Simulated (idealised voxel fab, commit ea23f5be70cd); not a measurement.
voxel transistor to metal: a process module
260 nm wide, 5 nm square cells: that's cross-section cut.
Bands, listed from the top down, are how a cross-section gets written in this document; the cross-section itself is a grid of square cells, and a band is one or more rows of them. First you get the band's top height and its bottom height, in nm, and then the materials it's made of, left to right, with each width in nm. If you see a single material with "edge to edge", that one covers the band edge to edge. "blank" is empty space. Heights from 0 (as-received wafer is one material below). Bottom band endless downward, as "0 down". The notation "30 to 40" denotes a width that varies across the rows of cells in the band, beginning at the first number in the top row, finishing at the second number in the bottom row, and changing by an identical amount from each row to the next. The cross-section has no changed cell in any step marked "no change occurred". "Closed void table" - sealed voids, min. 8 cells, no opening to top; format: width x height at distance (distance from left edge; nm throughout). Heads up: the bit after the settings on a step's line is the simulator's remark on that step. For masked steps, "overlay nm" on the step line gives how far right of plan the mask actually lay; a minus sign means it lay to the left. Reading guide: pairs of cross-sections, before and after one process step; after view cut off at lowest changed band; step and settings listed under each pair. Pairs may stem from different runs of this module on the same starting wafer; continuity with the pair above only where the "Pre-step view" entry states it.

**Pre-step view**
120 to 110  aC=30; blank=15; aC=105; blank=15; aC=95
110 to 85  lowk=30; blank=15; lowk=105; blank=15; lowk=95
85 to 80  SiCN edge to edge
80 to 75  SiCN=25; Ru=25; SiCN=40; Ru=25; SiCN=30; Ru=25; SiCN=40; Ru=25; SiCN=25
75 to 50  SiO2=30; TiN=5; Cu=5; TiN=5; SiO2=50; TiN=5; Cu=5; TiN=5; SiO2=40; TiN=5; Cu=5; TiN=5; SiO2=50; TiN=5; Cu=5; TiN=5; SiO2=30
50 to 45  SiN=30; TiN=15; SiN=50; TiN=15; SiN=40; TiN=15; SiN=50; TiN=15; SiN=30
45 to 40  SiO2=30; TiN=5; W=15; TiN=5; SiO2=30; TiN=5; W=15; TiN=5; SiO2=40; TiN=5; W=15; TiN=5; SiO2=30; TiN=5; W=15; TiN=5; SiO2=30
40 to 35  SiO2=30; TiN=25; SiO2=30; TiN=25; SiO2=40; TiN=25; SiO2=30; TiN=25; SiO2=30
35 to 25  TiN=55; SiN=5; SiCN=20; SiN=5; TiN=90; SiN=5; SiCN=20; SiN=5; TiN=55
25 to 0  TiN=55; SiN=5; polySi=20; SiN=5; TiN=90; SiN=5; polySi=20; SiN=5; TiN=55
0 to -5  TiN=20; SiGe=35; SiO2=30; SiGe=35; TiN=20; SiGe=35; SiO2=30; SiGe=35; TiN=20
-5 to -30  SiO2=25; Si=90; SiO2=30; Si=90; SiO2=25
-30 down  Si edge to edge
Closed void table: none

**Sectional View, Post-Process**
120 to 110  aC=30; blank=15; aC=105; blank=15; aC=95
110 to 85  lowk=30; blank=15; lowk=105; blank=15; lowk=95
85 to 80  SiCN=30; blank=15; SiCN=105; blank=15; SiCN=95
Below 80 it's all the same as before, nothing changed down there.
Closed void table: none
Relating the two cross-sections above, the step in between is op DIRECTIONAL_ETCH | etch materials SiCN | depth nm 5

Pre-step view: same picture as after in the pair right above, so we don't repeat it.

**Sectional View, Post-Process**
110 to 85  lowk=30; blank=15; lowk=105; blank=15; lowk=95
Below 85 it's all the same as before, nothing changed down there.
Closed void table: none
Relating the two cross-sections above, the step in between is op STRIP | etch materials aC

Pre-step view: same picture as after in the pair right above, so we don't repeat it.

**Sectional View, Post-Process**
115 to 110  TiN=35; blank=5; TiN=115; blank=5; TiN=100
110 to 85  lowk=30; TiN=5; blank=5; TiN=5; lowk=105; TiN=5; blank=5; TiN=5; lowk=95
85 to 80  SiCN=30; TiN=15; SiCN=105; TiN=15; SiCN=95
Below 80 it's all the same as before, nothing changed down there.
Closed void table: none
Relating the two cross-sections above, the step in between is op CONFORMAL_DEP | material TiN | thk nm 5

Pre-step view: same picture as after in the pair right above, so we don't repeat it.

**Sectional View, Post-Process**
120 to 115  Cu edge to edge
115 to 110  TiN=35; Cu=5; TiN=115; Cu=5; TiN=100
110 to 85  lowk=30; TiN=5; Cu=5; TiN=5; lowk=105; TiN=5; Cu=5; TiN=5; lowk=95
Below 85 it's all the same as before, nothing changed down there.
Closed void table: none
Relating the two cross-sections above, the step in between is op FILL_DEP | material Cu | thk nm 5

Pre-step view: same picture as after in the pair right above, so we don't repeat it.

**Sectional View, Post-Process**
110 to 85  lowk=30; TiN=5; Cu=5; TiN=5; lowk=105; TiN=5; Cu=5; TiN=5; lowk=95
Below 85 it's all the same as before, nothing changed down there.
Closed void table: none
Relating the two cross-sections above, the step in between is op CMP | height nm 110

Pre-step view: same picture as after in the pair right above, so we don't repeat it.

**Sectional View, Post-Process**
115 to 110  SiN edge to edge
Below 110 it's all the same as before, nothing changed down there.
Closed void table: none
Relating the two cross-sections above, the step in between is op CONFORMAL_DEP | material SiN | thk nm 5

**Pre-step view**
60 to 45  aC edge to edge
45 to 35  SiO2 edge to edge
35 to 25  SiO2=55; SiN=5; SiCN=20; SiN=5; SiO2=90; SiN=5; SiCN=20; SiN=5; SiO2=55
25 to 0  SiO2=55; SiN=5; polySi=20; SiN=5; SiO2=90; SiN=5; polySi=20; SiN=5; SiO2=55
0 to -5  SiO2=20; SiGe=35; SiO2=30; SiGe=35; SiO2=20; SiGe=35; SiO2=30; SiGe=35; SiO2=20
-5 to -30  SiO2=25; Si=90; SiO2=30; Si=90; SiO2=25
-30 down  Si edge to edge
Closed void table: none

**Sectional View, Post-Process**
90 to 60  blank=30; resist=25; blank=30; resist=25; blank=40; resist=25; blank=30; resist=25; blank=30
Below 60 it's all the same as before, nothing changed down there.
Closed void table: none
Relating the two cross-sections above, the step in between is op PATTERN | tone cover | mask id CONTACT | material resist | width nm 25 | thk nm 30 | overlay nm 0

Pre-step view: same picture as after in the pair right above, so we don't repeat it.

**Sectional View, Post-Process**
75 to 60  blank=30; resist=25; blank=30; resist=25; blank=40; resist=25; blank=30; resist=25; blank=30
60 to 45  blank=30; aC=25; blank=30; aC=25; blank=40; aC=25; blank=30; aC=25; blank=30
Below 45 it's all the same as before, nothing changed down there.
Closed void table: none
Relating the two cross-sections above, the step in between is op DIRECTIONAL_ETCH | etch materials aC | depth nm 15

Pre-step view: same picture as after in the pair right above, so we don't repeat it.

**Sectional View, Post-Process**
60 to 45  blank=30; aC=25; blank=30; aC=25; blank=40; aC=25; blank=30; aC=25; blank=30
Below 45 it's all the same as before, nothing changed down there.
Closed void table: none
Relating the two cross-sections above, the step in between is op STRIP | etch materials resist

Pre-step view: same picture as after in the pair right above, so we don't repeat it.

**Sectional View, Post-Process**
60 to 45  blank=30; aC=25; blank=30; aC=25; blank=40; aC=25; blank=30; aC=25; blank=30
45 to 35  blank=30; SiO2=25; blank=30; SiO2=25; blank=40; SiO2=25; blank=30; SiO2=25; blank=30
35 to 25  blank=30; SiO2=25; SiN=5; SiCN=20; SiN=5; SiO2=25; blank=40; SiO2=25; SiN=5; SiCN=20; SiN=5; SiO2=25; blank=30
25 to 0  blank=30; SiO2=25; SiN=5; polySi=20; SiN=5; SiO2=25; blank=40; SiO2=25; SiN=5; polySi=20; SiN=5; SiO2=25; blank=30
Below 0 it's all the same as before, nothing changed down there.
Closed void table: none
Relating the two cross-sections above, the step in between is op DIRECTIONAL_ETCH | etch materials SiO2 | depth nm 45

Pre-step view: same picture as after in the pair right above, so we don't repeat it.

**Sectional View, Post-Process**
45 to 35  blank=30; SiO2=25; blank=30; SiO2=25; blank=40; SiO2=25; blank=30; SiO2=25; blank=30
Below 35 it's all the same as before, nothing changed down there.
Closed void table: none
Relating the two cross-sections above, the step in between is op STRIP | etch materials aC

Pre-step view: same picture as after in the pair right above, so we don't repeat it.

**Sectional View, Post-Process**
50 to 45  blank=25; TiN=35; blank=20; TiN=35; blank=30; TiN=35; blank=20; TiN=35; blank=25
45 to 40  blank=25; TiN=5; SiO2=25; TiN=5; blank=20; TiN=5; SiO2=25; TiN=5; blank=30; TiN=5; SiO2=25; TiN=5; blank=20; TiN=5; SiO2=25; TiN=5; blank=25
40 to 35  blank=25; TiN=5; SiO2=25; TiN=30; SiO2=25; TiN=5; blank=30; TiN=5; SiO2=25; TiN=30; SiO2=25; TiN=5; blank=25
35 to 25  blank=25; TiN=5; SiO2=25; SiN=5; SiCN=20; SiN=5; SiO2=25; TiN=5; blank=30; TiN=5; SiO2=25; SiN=5; SiCN=20; SiN=5; SiO2=25; TiN=5; blank=25
25 to 5  blank=25; TiN=5; SiO2=25; SiN=5; polySi=20; SiN=5; SiO2=25; TiN=5; blank=30; TiN=5; SiO2=25; SiN=5; polySi=20; SiN=5; SiO2=25; TiN=5; blank=25
5 to 0  TiN=30; SiO2=25; SiN=5; polySi=20; SiN=5; SiO2=25; TiN=40; SiO2=25; SiN=5; polySi=20; SiN=5; SiO2=25; TiN=30
Below 0 it's all the same as before, nothing changed down there.
Closed void table: none
Relating the two cross-sections above, the step in between is op CONFORMAL_DEP | material TiN | thk nm 5

Pre-step view: same picture as after in the pair right above, so we don't repeat it.

**Sectional View, Post-Process**
60 to 50  W edge to edge
50 to 45  W=25; TiN=35; W=20; TiN=35; W=30; TiN=35; W=20; TiN=35; W=25
45 to 40  W=25; TiN=5; SiO2=25; TiN=5; W=20; TiN=5; SiO2=25; TiN=5; W=30; TiN=5; SiO2=25; TiN=5; W=20; TiN=5; SiO2=25; TiN=5; W=25
40 to 35  W=25; TiN=5; SiO2=25; TiN=30; SiO2=25; TiN=5; W=30; TiN=5; SiO2=25; TiN=30; SiO2=25; TiN=5; W=25
35 to 25  W=25; TiN=5; SiO2=25; SiN=5; SiCN=20; SiN=5; SiO2=25; TiN=5; W=30; TiN=5; SiO2=25; SiN=5; SiCN=20; SiN=5; SiO2=25; TiN=5; W=25
25 to 5  W=25; TiN=5; SiO2=25; SiN=5; polySi=20; SiN=5; SiO2=25; TiN=5; W=30; TiN=5; SiO2=25; SiN=5; polySi=20; SiN=5; SiO2=25; TiN=5; W=25
Below 5 it's all the same as before, nothing changed down there.
Closed void table: none
Relating the two cross-sections above, the step in between is op FILL_DEP | material W | thk nm 10

Pre-step view: same picture as after in the pair right above, so we don't repeat it.

**Sectional View, Post-Process**
45 to 40  W=25; TiN=5; SiO2=25; TiN=5; W=20; TiN=5; SiO2=25; TiN=5; W=30; TiN=5; SiO2=25; TiN=5; W=20; TiN=5; SiO2=25; TiN=5; W=25
Below 40 it's all the same as before, nothing changed down there.
Closed void table: none
Relating the two cross-sections above, the step in between is op CMP | height nm 45

Pre-step view: same picture as after in the pair right above, so we don't repeat it.

**Sectional View, Post-Process**
50 to 45  SiN edge to edge
Below 45 it's all the same as before, nothing changed down there.
Closed void table: none
Relating the two cross-sections above, the step in between is op CONFORMAL_DEP | material SiN | thk nm 5

Pre-step view: same picture as after in the pair right above, so we don't repeat it.

**Sectional View, Post-Process**
75 to 50  SiO2 edge to edge
Below 50 it's all the same as before, nothing changed down there.
Closed void table: none
Relating the two cross-sections above, the step in between is op DIRECTIONAL_DEP | material SiO2 | thk nm 25

Pre-step view: same picture as after in the pair right above, so we don't repeat it.

**Sectional View, Post-Process**
90 to 75  aC edge to edge
Below 75 it's all the same as before, nothing changed down there.
Closed void table: none
Relating the two cross-sections above, the step in between is op DIRECTIONAL_DEP | material aC | thk nm 15

Pre-step view: same picture as after in the pair right above, so we don't repeat it.

**Sectional View, Post-Process**
125 to 90  resist=30; blank=15; resist=50; blank=15; resist=40; blank=15; resist=50; blank=15; resist=30
Below 90 it's all the same as before, nothing changed down there.
Closed void table: none
Relating the two cross-sections above, the step in between is op PATTERN | tone open | mask id METAL_1 | material resist | width nm 15 | thk nm 35 | overlay nm 0

Pre-step view: same picture as after in the pair right above, so we don't repeat it.

**Sectional View, Post-Process**
110 to 90  resist=30; blank=15; resist=50; blank=15; resist=40; blank=15; resist=50; blank=15; resist=30
90 to 75  aC=30; blank=15; aC=50; blank=15; aC=40; blank=15; aC=50; blank=15; aC=30
Below 75 it's all the same as before, nothing changed down there.
Closed void table: none
Relating the two cross-sections above, the step in between is op DIRECTIONAL_ETCH | etch materials aC | depth nm 15

Pre-step view: same picture as after in the pair right above, so we don't repeat it.

**Sectional View, Post-Process**
90 to 75  aC=30; blank=15; aC=50; blank=15; aC=40; blank=15; aC=50; blank=15; aC=30
Below 75 it's all the same as before, nothing changed down there.
Closed void table: none
Relating the two cross-sections above, the step in between is op STRIP | etch materials resist

Pre-step view: same picture as after in the pair right above, so we don't repeat it.

**Sectional View, Post-Process**
90 to 75  aC=30; blank=15; aC=50; blank=15; aC=40; blank=15; aC=50; blank=15; aC=30
75 to 50  SiO2=30; blank=15; SiO2=50; blank=15; SiO2=40; blank=15; SiO2=50; blank=15; SiO2=30
Below 50 it's all the same as before, nothing changed down there.
Closed void table: none
Relating the two cross-sections above, the step in between is op DIRECTIONAL_ETCH | etch materials SiO2 | depth nm 25

Pre-step view: same picture as after in the pair right above, so we don't repeat it.

**Sectional View, Post-Process**
90 to 75  aC=30; blank=15; aC=50; blank=15; aC=40; blank=15; aC=50; blank=15; aC=30
75 to 50  SiO2=30; blank=15; SiO2=50; blank=15; SiO2=40; blank=15; SiO2=50; blank=15; SiO2=30
50 to 45  SiN=30; blank=15; SiN=50; blank=15; SiN=40; blank=15; SiN=50; blank=15; SiN=30
Below 45 it's all the same as before, nothing changed down there.
Closed void table: none
Relating the two cross-sections above, the step in between is op DIRECTIONAL_ETCH | etch materials SiN | depth nm 5

Pre-step view: same picture as after in the pair right above, so we don't repeat it.

**Sectional View, Post-Process**
75 to 50  SiO2=30; blank=15; SiO2=50; blank=15; SiO2=40; blank=15; SiO2=50; blank=15; SiO2=30
Below 50 it's all the same as before, nothing changed down there.
Closed void table: none
Relating the two cross-sections above, the step in between is op STRIP | etch materials aC

Pre-step view: same picture as after in the pair right above, so we don't repeat it.

**Sectional View, Post-Process**
80 to 75  TiN=35; blank=5; TiN=60; blank=5; TiN=50; blank=5; TiN=60; blank=5; TiN=35
75 to 50  SiO2=30; TiN=5; blank=5; TiN=5; SiO2=50; TiN=5; blank=5; TiN=5; SiO2=40; TiN=5; blank=5; TiN=5; SiO2=50; TiN=5; blank=5; TiN=5; SiO2=30
50 to 45  SiN=30; TiN=15; SiN=50; TiN=15; SiN=40; TiN=15; SiN=50; TiN=15; SiN=30
Below 45 it's all the same as before, nothing changed down there.
Closed void table: none
Relating the two cross-sections above, the step in between is op CONFORMAL_DEP | material TiN | thk nm 5

Pre-step view: same picture as after in the pair right above, so we don't repeat it.

**Sectional View, Post-Process**
85 to 80  Cu edge to edge
80 to 75  TiN=35; Cu=5; TiN=60; Cu=5; TiN=50; Cu=5; TiN=60; Cu=5; TiN=35
75 to 50  SiO2=30; TiN=5; Cu=5; TiN=5; SiO2=50; TiN=5; Cu=5; TiN=5; SiO2=40; TiN=5; Cu=5; TiN=5; SiO2=50; TiN=5; Cu=5; TiN=5; SiO2=30
Below 50 it's all the same as before, nothing changed down there.
Closed void table: none
Relating the two cross-sections above, the step in between is op FILL_DEP | material Cu | thk nm 5

Pre-step view: same picture as after in the pair right above, so we don't repeat it.

**Sectional View, Post-Process**
75 to 50  SiO2=30; TiN=5; Cu=5; TiN=5; SiO2=50; TiN=5; Cu=5; TiN=5; SiO2=40; TiN=5; Cu=5; TiN=5; SiO2=50; TiN=5; Cu=5; TiN=5; SiO2=30
Below 50 it's all the same as before, nothing changed down there.
Closed void table: none
Relating the two cross-sections above, the step in between is op CMP | height nm 75

Pre-step view: same picture as after in the pair right above, so we don't repeat it.

**Sectional View, Post-Process**
80 to 75  blank=25; Ru=25; blank=40; Ru=25; blank=30; Ru=25; blank=40; Ru=25; blank=25
Below 75 it's all the same as before, nothing changed down there.
Closed void table: none
Relating the two cross-sections above, the step in between is op EPI | material Ru | thk nm 5

Pre-step view: same picture as after in the pair right above, so we don't repeat it.

**Sectional View, Post-Process**
85 to 80  SiCN edge to edge
80 to 75  SiCN=25; Ru=25; SiCN=40; Ru=25; SiCN=30; Ru=25; SiCN=40; Ru=25; SiCN=25
Below 75 it's all the same as before, nothing changed down there.
Closed void table: none
Relating the two cross-sections above, the step in between is op FILL_DEP | material SiCN | thk nm 5

Pre-step view: same picture as after in the pair right above, so we don't repeat it.

**Sectional View, Post-Process**
110 to 85  lowk edge to edge
Below 85 it's all the same as before, nothing changed down there.
Closed void table: none
Relating the two cross-sections above, the step in between is op DIRECTIONAL_DEP | material lowk | thk nm 25

Pre-step view: same picture as after in the pair right above, so we don't repeat it.

**Sectional View, Post-Process**
125 to 110  resist=30; blank=15; resist=105; blank=15; resist=95
Below 110 it's all the same as before, nothing changed down there.
Closed void table: none
Relating the two cross-sections above, the step in between is op PATTERN | tone open | mask id METAL_2 | material resist | width nm 15 | pitch nm 120 | thk nm 15 | overlay nm 0

Pre-step view: same picture as after in the pair right above, so we don't repeat it.

**Sectional View, Post-Process**
125 to 110  resist=30; blank=15; resist=105; blank=15; resist=95
110 to 95  lowk=30; blank=15; lowk=105; blank=15; lowk=95
Below 95 it's all the same as before, nothing changed down there.
Closed void table: none
Relating the two cross-sections above, the step in between is op DIRECTIONAL_ETCH | etch materials lowk | depth nm 15

Pre-step view: same picture as after in the pair right above, so we don't repeat it.

**Sectional View, Post-Process**
110 to 95  lowk=30; blank=15; lowk=105; blank=15; lowk=95
Below 95 it's all the same as before, nothing changed down there.
Closed void table: none
Relating the two cross-sections above, the step in between is op STRIP | etch materials resist

Pre-step view: same picture as after in the pair right above, so we don't repeat it.

**Sectional View, Post-Process**
120 to 110  aC=30; blank=15; aC=105; blank=15; aC=95
110 to 105  lowk=30; blank=15; lowk=105; blank=15; lowk=95
105 to 95  lowk=30; aC=15; lowk=105; aC=15; lowk=95
Below 95 it's all the same as before, nothing changed down there.
Closed void table: none
Relating the two cross-sections above, the step in between is op DIRECTIONAL_DEP | material aC | thk nm 10

Pre-step view: same picture as after in the pair right above, so we don't repeat it.

**Sectional View, Post-Process**
150 to 120  resist=30; blank=15; resist=105; blank=15; resist=95
Below 120 it's all the same as before, nothing changed down there.
Closed void table: none
Relating the two cross-sections above, the step in between is op PATTERN | tone open | mask id METAL_2_HOLES | material resist | width nm 15 | pitch nm 120 | thk nm 30 | overlay nm 0

Pre-step view: same picture as after in the pair right above, so we don't repeat it.

**Sectional View, Post-Process**
140 to 120  resist=30; blank=15; resist=105; blank=15; resist=95
120 to 110  aC=30; blank=15; aC=105; blank=15; aC=95
110 to 95  lowk=30; blank=15; lowk=105; blank=15; lowk=95
Below 95 it's all the same as before, nothing changed down there.
Closed void table: none
Relating the two cross-sections above, the step in between is op DIRECTIONAL_ETCH | etch materials aC | depth nm 10

Pre-step view: same picture as after in the pair right above, so we don't repeat it.

**Sectional View, Post-Process**
120 to 110  aC=30; blank=15; aC=105; blank=15; aC=95
Below 110 it's all the same as before, nothing changed down there.
Closed void table: none
Relating the two cross-sections above, the step in between is op STRIP | etch materials resist

Pre-step view: same picture as after in the pair right above, so we don't repeat it.

**Sectional View, Post-Process**
120 to 110  aC=30; blank=15; aC=105; blank=15; aC=95
110 to 85  lowk=30; blank=15; lowk=105; blank=15; lowk=95
Below 85 it's all the same as before, nothing changed down there.
Closed void table: none
Relating the two cross-sections above, the step in between is op DIRECTIONAL_ETCH | etch materials lowk | depth nm 10

Pre-step view: same picture as after in the pair right above, so we don't repeat it.

**Sectional View, Post-Process**
120 to 110  aC=30; blank=15; aC=105; blank=15; aC=95
110 to 85  lowk=30; blank=15; lowk=105; blank=15; lowk=95
85 to 80  SiCN=30; blank=15; SiCN=105; blank=15; SiCN=95
Below 80 it's all the same as before, nothing changed down there.
Closed void table: none
Relating the two cross-sections above, the step in between is op DIRECTIONAL_ETCH | etch materials SiCN | depth nm 5

Pre-step view: same picture as after in the pair right above, so we don't repeat it.

**Sectional View, Post-Process**
110 to 85  lowk=30; blank=15; lowk=105; blank=15; lowk=95
Below 85 it's all the same as before, nothing changed down there.
Closed void table: none
Relating the two cross-sections above, the step in between is op STRIP | etch materials aC

Pre-step view: same picture as after in the pair right above, so we don't repeat it.

**Sectional View, Post-Process**
115 to 110  TiN=35; blank=5; TiN=115; blank=5; TiN=100
110 to 85  lowk=30; TiN=5; blank=5; TiN=5; lowk=105; TiN=5; blank=5; TiN=5; lowk=95
85 to 80  SiCN=30; TiN=15; SiCN=105; TiN=15; SiCN=95
Below 80 it's all the same as before, nothing changed down there.
Closed void table: none
Relating the two cross-sections above, the step in between is op CONFORMAL_DEP | material TiN | thk nm 5

Pre-step view: same picture as after in the pair right above, so we don't repeat it.

**Sectional View, Post-Process**
120 to 115  Cu edge to edge
115 to 110  TiN=35; Cu=5; TiN=115; Cu=5; TiN=100
110 to 85  lowk=30; TiN=5; Cu=5; TiN=5; lowk=105; TiN=5; Cu=5; TiN=5; lowk=95
Below 85 it's all the same as before, nothing changed down there.
Closed void table: none
Relating the two cross-sections above, the step in between is op FILL_DEP | material Cu | thk nm 5

Pre-step view: same picture as after in the pair right above, so we don't repeat it.

**Sectional View, Post-Process**
110 to 85  lowk=30; TiN=5; Cu=5; TiN=5; lowk=105; TiN=5; Cu=5; TiN=5; lowk=95
Below 85 it's all the same as before, nothing changed down there.
Closed void table: none
Relating the two cross-sections above, the step in between is op CMP | height nm 110

Pre-step view: same picture as after in the pair right above, so we don't repeat it.

**Sectional View, Post-Process**
115 to 110  SiN edge to edge
Below 110 it's all the same as before, nothing changed down there.
Closed void table: none
Relating the two cross-sections above, the step in between is op CONFORMAL_DEP | material SiN | thk nm 5
